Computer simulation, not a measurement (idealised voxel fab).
process module | voxel spacer lines
cross-section cut | 185 nm wide | cells 5 nm
A cross-section is a grid of square cells, given in bands from the top down. A band is one or more rows of cells.
Each band's line starts with the height of the band's top and of its bottom, in nm. Then come its materials from left to right, each with its width in nm. One material with "throughout" fills the band from edge to edge. "air" is empty space.
Height 0 is the level under which the wafer as received is all one material. The lowest band goes on downwards, as in "0 down".
A width such as "30 to 40" changes by the same amount from each row of cells to the next, from the band's top row to its bottom row.
"no change" after a step means that no cell of the cross-section changed.
closed voids: empty space of 8 cells or more with no open way to the top, each as width x height at its distance from the left edge, in nm
after a step's settings: what the simulator itself notes on the step
overlay nm, on a step with a mask: how far to the right of its planned place the mask lay; to the left if negative
plan
1 op RECEIVE | material Si
2 op CONFORMAL_DEP | material Al2O3 | thk nm 10
3 op DIRECTIONAL_DEP | material SiN | thk nm 10
4 op DIRECTIONAL_DEP | material polySi | thk nm 30
5 op PATTERN | tone cover | mask id MANDREL | material resist | width nm 20 | pitch nm 60 | thk nm 40 | overlay nm 0
6 op DIRECTIONAL_ETCH | etch materials polySi | depth nm 30
7 op STRIP | etch materials resist
8 op CONFORMAL_DEP | material SiO2 | thk nm 10
9 op DIRECTIONAL_ETCH | etch materials SiO2 | depth nm 10
10 op STRIP | etch materials polySi
11 op DIRECTIONAL_ETCH | etch materials SiN | depth nm 10
12 op STRIP | etch materials SiO2
as received, after step 1
  0 down: Si throughout
  closed voids: none
first wafer at the end, as planned
  20 to 10: air 10 | SiN 10 | air 20 | SiN 10 | air 20 | SiN 10 | air 20 | SiN 10 | air 20 | SiN 10 | air 20 | SiN 10 | air 15
  10 to 0: Al2O3 throughout
  0 down: Si throughout
  closed voids: none
second wafer at the end: like start, like plan, one mistake
  20 to 10: air 10 | SiN 40 | air 20 | SiN 40 | air 20 | SiN 40 | air 15
  10 to 0: Al2O3 throughout
  0 down: Si throughout
  closed voids: none
what went wrong: steps 10 and 11 were swapped
at the end the second wafer has, in cells: 24 more of SiN
